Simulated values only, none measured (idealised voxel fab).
The process module that follows is named voxel transistor to metal.
Pictured: cross-section cut, 205 nm wide, on a grid of 5 nm square cells.
Reading order for cross-sections: top band down to bottom band. Underlying form: a grid of square cells. Band size: one or more rows of cells.
Top height, bottom height, nm. Materials left to right, width each, nm. Single material + "edge to edge" = fills band edge to edge. "air" = empty.
Height is counted from the level 0, under which the received wafer is composed throughout of one material. The lowest of the bands is not closed at the bottom but continues downward, in the notation "0..down".
The width entry "30 to 40" should be interpreted row by row: the top row of cells in the band takes the first number, the bottom row takes the second number, and the change between adjacent rows is uniform throughout.
When a step is marked "no alterations made", none of the cells in the cross-section changed during that step.
Empty spaces without an open route to the top, at least 8 cells in extent, make up the entry "Voids, fully enclosed"; each is given as width x height at distance, where the distance is measured from the left edge, and all are in nm.
What comes after the settings on a step's line is commentary from the simulator itself on that step.
overlay nm: right-of-plan distance of the mask on a masked step; negative values mean left-of-plan.
This section lists the process steps that were planned
- 1: RECEIVE (material Si)
- 2: CONFORMAL_DEP (material SiO2; thk nm 5)
- 3: CONFORMAL_DEP (material SiN; thk nm 10)
- 4: DIRECTIONAL_DEP (material aC; thk nm 10)
- 5: PATTERN (tone cover; mask id ACTIVE; material resist; width nm 120; thk nm 30; overlay nm 0)
- 6: DIRECTIONAL_ETCH (etch materials aC; depth nm 10)
- 7: STRIP (etch materials resist)
- 8: DIRECTIONAL_ETCH (etch materials SiN; depth nm 10)
- 9: DIRECTIONAL_ETCH (etch materials SiO2; depth nm 5)
- 10: DIRECTIONAL_ETCH (etch materials Si; depth nm 30)
- 11: STRIP (etch materials aC)
- 12: FILL_DEP (material SiO2; thk nm 10)
- 13: CMP (height nm 15)
- 14: SELECTIVE_ETCH (etch materials SiO2; depth nm 5)
- 15: STRIP (etch materials SiN)
- 16: SELECTIVE_ETCH (etch materials SiO2; depth nm 5)
- 17: OXIDIZE (depth nm 5)
- 18: DIRECTIONAL_DEP (material polySi; thk nm 30)
- 19: DIRECTIONAL_DEP (material SiCN; thk nm 15)
- 20: MASKED_ETCH (tone cover; mask id GATE; width nm 20; etch materials SiCN; depth nm 25; overlay nm 0)
- 21: MASKED_ETCH (tone cover; mask id GATE; width nm 20; etch materials polySi; depth nm 40; overlay nm 0)
- 22: CONFORMAL_DEP (material SiN; thk nm 5)
- 23: DIRECTIONAL_ETCH (etch materials SiN; depth nm 5)
- 24: DIRECTIONAL_ETCH (etch materials SiO2; depth nm 5)
- 25: DIRECTIONAL_ETCH (etch materials Si; depth nm 5)
- 26: EPI (material SiGe; thk nm 10)
- 27: FILL_DEP (material SiO2; thk nm 5)
- 28: CMP (height nm 45)
- 29: DIRECTIONAL_DEP (material SiO2; thk nm 10)
- 30: PATTERN (tone open; mask id CONTACT; material resist; width nm 20; pitch nm 80; thk nm 20; overlay nm 0)
- 31: DIRECTIONAL_ETCH (etch materials SiO2; depth nm 55)
- 32: STRIP (etch materials resist)
- 33: CONFORMAL_DEP (material TiN; thk nm 5)
- 34: FILL_DEP (material W; thk nm 10)
- 35: CMP (height nm 55)
- 36: DIRECTIONAL_DEP (material TiN; thk nm 5)
- 37: DIRECTIONAL_DEP (material W; thk nm 15)
- 38: DIRECTIONAL_DEP (material aC; thk nm 10)
- 39: PATTERN (tone cover; mask id METAL_1; material resist; width nm 20; pitch nm 80; thk nm 30; overlay nm 0)
- 40: DIRECTIONAL_ETCH (etch materials aC; depth nm 10)
- 41: STRIP (etch materials resist)
- 42: DIRECTIONAL_ETCH (etch materials W; depth nm 15)
- 43: DIRECTIONAL_ETCH (etch materials TiN; depth nm 5)
- 44: STRIP (etch materials aC)
- 45: CONFORMAL_DEP (material SiN; thk nm 5)
- 46: FILL_DEP (material SiO2; thk nm 10)
- 47: CMP (height nm 75)
- 48: CONFORMAL_DEP (material SiCN; thk nm 5)
- 49: DIRECTIONAL_DEP (material SiO2; thk nm 30)
- 50: MASKED_ETCH (tone open; mask id METAL_2_HOLES; width nm 15; pitch nm 80; etch materials SiO2; depth nm 30; overlay nm 0)
- 51: PATTERN (tone open; mask id METAL_2; material resist; width nm 15; pitch nm 80; thk nm 15; overlay nm 0)
- 52: DIRECTIONAL_ETCH (etch materials SiO2; depth nm 20)
- 53: DIRECTIONAL_ETCH (etch materials SiCN; depth nm 5)
- 54: STRIP (etch materials resist)
- 55: CONFORMAL_DEP (material TiN; thk nm 5)
- 56: FILL_DEP (material Cu; thk nm 5)
- 57: CMP (height nm 110)
- 58: CONFORMAL_DEP (material SiCN; thk nm 5)
Heads up: all these wafers start the same, and what changes between them is the width nm in step 51. The value you see in the plan is just what the first wafer got.
Here's the first of the wafers in cross-section, just as we got it, i.e. after step 1
    0..down = Si edge to edge
    Voids, fully enclosed: none
Per wafer (row), end of module: delta in cells per material since receipt, (+) for gained, (-) for lost; closed voids after that
width nm 15, +16 Cu, -144 Si, +90 SiCN, +40 SiGe, +65 SiN, +700 SiO2, +88 TiN, +64 W, +24 polySi, Voids, fully enclosed: none
width nm 20, +18 Cu, -144 Si, +88 SiCN, +40 SiGe, +65 SiN, +700 SiO2, +88 TiN, +64 W, +24 polySi, Voids, fully enclosed: none
width nm 25, +24 Cu, -144 Si, +88 SiCN, +40 SiGe, +65 SiN, +692 SiO2, +90 TiN, +64 W, +24 polySi, Voids, fully enclosed: none
width nm 30, +30 Cu, -144 Si, +88 SiCN, +40 SiGe, +65 SiN, +684 SiO2, +92 TiN, +64 W, +24 polySi, Voids, fully enclosed: none
width nm 35, +36 Cu, -144 Si, +88 SiCN, +40 SiGe, +65 SiN, +676 SiO2, +94 TiN, +64 W, +24 polySi, Voids, fully enclosed: none
